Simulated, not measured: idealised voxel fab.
The process module presented herein is designated voxel ribs on slabs.
Cross-section cut: width 270 nm, square cells of 5 nm.
Throughout this document, each cross-section is represented as a grid of square cells and is presented as a sequence of bands enumerated from the top downward, where a band comprises one or more rows of cells. Look at the band entry: it leads with the top's height and the bottom's height in nm. Then it lists the materials left to right, with a width in nm for each. The word "everywhere" on a single material says that material fills the band edge to edge. The word "air" is empty space. Where do heights start? At 0: under that level the wafer as delivered is made of one material only. And the lowest band has no floor; it just carries on downward, as in "top 0, no bottom". With a width like "30..40", each row of cells in the band differs from the next by the same amount, the top row carrying the first number and the bottom row the second. You'll sometimes find "nothing was modified" written for a step, and that's the way of saying that nowhere in the cross-section did a cell change during that step. "Enclosed internal cavities" means: voids of 8 cells or more that are shut off from the top with no open way through. Written width x height at distance, distance from the left edge, in nm. Post-settings text on a step line: simulator's own remark regarding the step. overlay nm: for a step with a mask, the amount by which the mask lay right of where it was planned; a negative amount means left of it.
# Process steps foreseen in the plan
1 RECEIVE, material Si
2 DIRECTIONAL_DEP, material SiO2, thk nm 20
3 DIRECTIONAL_DEP, material polySi, thk nm 15
4 MASKED_ETCH, tone cover, mask id RIB, width nm 30, etch materials polySi, depth nm 5, overlay nm 0
5 PATTERN, tone cover, mask id SLAB, material resist, width nm 60, thk nm 15, overlay nm 0
6 DIRECTIONAL_ETCH, etch materials polySi, depth nm 10
7 STRIP, etch materials resist
8 FILL_DEP, material SiO2, thk nm 20
9 CMP, height nm 50
10 DIRECTIONAL_DEP, material W, thk nm 5
11 DIRECTIONAL_DEP, material aC, thk nm 10
12 PATTERN, tone cover, mask id HEATER, material resist, width nm 40, thk nm 25, overlay nm 0
13 DIRECTIONAL_ETCH, etch materials aC, depth nm 10
14 STRIP, etch materials resist
15 DIRECTIONAL_ETCH, etch materials W, depth nm 5
16 STRIP, etch materials aC
17 CONFORMAL_DEP, material SiO2, thk nm 5
# Wafer, first of two, run as planned
# Wafer as received: cross-section following step 1
  top 0, no bottom | Si everywhere
  Enclosed internal cavities: none
# Cross-section through the wafer, step 2 finished
  top 20, bottom 0 | SiO2 everywhere
  At heights below 0, the structure remains unaltered.
# Cross-section through the wafer, step 3 finished
  top 35, bottom 20 | polySi everywhere
  At heights below 20, the structure remains unaltered.
# Cross-section through the wafer, step 4 finished
  top 35, bottom 30 | air (120), polySi (30), air (120)
  At heights below 30, the structure remains unaltered.
# Cross-section through the wafer, step 5 finished
  top 50, bottom 35 | air (105), resist (60), air (105)
  top 35, bottom 30 | air (105), resist (15), polySi (30), resist (15), air (105)
  At heights below 30, the structure remains unaltered.
# Cross-section through the wafer, step 6 finished
  top 50, bottom 35 | air (105), resist (60), air (105)
  top 35, bottom 30 | air (105), resist (15), polySi (30), resist (15), air (105)
  top 30, bottom 20 | air (105), polySi (60), air (105)
  At heights below 20, the structure remains unaltered.
# Cross-section through the wafer, step 7 finished
  top 35, bottom 30 | air (120), polySi (30), air (120)
  At heights below 30, the structure remains unaltered.
# Cross-section through the wafer, step 8 finished
  top 55, bottom 35 | SiO2 everywhere
  top 35, bottom 30 | SiO2 (120), polySi (30), SiO2 (120)
  top 30, bottom 20 | SiO2 (105), polySi (60), SiO2 (105)
  At heights below 20, the structure remains unaltered.
# Cross-section through the wafer, step 9 finished
  top 50, bottom 35 | SiO2 everywhere
  At heights below 35, the structure remains unaltered.
# Cross-section through the wafer, step 10 finished
  top 55, bottom 50 | W everywhere
  At heights below 50, the structure remains unaltered.
# Cross-section through the wafer, step 11 finished
  top 65, bottom 55 | aC everywhere
  At heights below 55, the structure remains unaltered.
# Cross-section through the wafer, step 12 finished
  top 90, bottom 65 | air (115), resist (40), air (115)
  At heights below 65, the structure remains unaltered.
# Cross-section through the wafer, step 13 finished
  top 80, bottom 65 | air (115), resist (40), air (115)
  top 65, bottom 55 | air (115), aC (40), air (115)
  At heights below 55, the structure remains unaltered.
# Cross-section through the wafer, step 14 finished
  top 65, bottom 55 | air (115), aC (40), air (115)
  At heights below 55, the structure remains unaltered.
# Cross-section through the wafer, step 15 finished
  top 65, bottom 55 | air (115), aC (40), air (115)
  top 55, bottom 50 | air (115), W (40), air (115)
  At heights below 50, the structure remains unaltered.
# Cross-section through the wafer, step 16 finished
  top 55, bottom 50 | air (115), W (40), air (115)
  At heights below 50, the structure remains unaltered.
# Cross-section through the wafer, step 17 finished
  top 60, bottom 55 | air (110), SiO2 (50), air (110)
  top 55, bottom 50 | SiO2 (115), W (40), SiO2 (115)
  At heights below 50, the structure remains unaltered.
# Companion wafer, the second of two: same beginning, same intended sequence, one mistake in carrying it out; through step 11 inclusive it tracks the first exactly
# Second wafer at the planned finish of step 12, seen in cross-section
  top 90, bottom 65 | resist (115), air (40), resist (115)
  At heights below 65, the structure remains unaltered.
# Second wafer at the planned finish of step 13, seen in cross-section
  top 80, bottom 65 | resist (115), air (40), resist (115)
  top 65, bottom 55 | aC (115), air (40), aC (115)
  At heights below 55, the structure remains unaltered.
# Second wafer at the planned finish of step 14, seen in cross-section
  top 65, bottom 55 | aC (115), air (40), aC (115)
  At heights below 55, the structure remains unaltered.
# Second wafer at the planned finish of step 15, seen in cross-section
  top 65, bottom 55 | aC (115), air (40), aC (115)
  top 55, bottom 50 | W (115), air (40), W (115)
  At heights below 50, the structure remains unaltered.
# Second wafer at the planned finish of step 16, seen in cross-section
  top 55, bottom 50 | W (115), air (40), W (115)
  At heights below 50, the structure remains unaltered.
# Second wafer at the planned finish of step 17, seen in cross-section
  top 60, bottom 55 | SiO2 (120), air (30), SiO2 (120)
  top 55, bottom 50 | W (115), SiO2 (40), W (115)
  At heights below 50, the structure remains unaltered.
Deviation noted in wafer processing: in deviation from the planned setting, step 12 was conducted as PATTERN, tone open, mask id HEATER, material resist, width nm 40, thk nm 25, overlay nm 0
Final wafer comparison in cells, second versus first, more or fewer per material: W +38
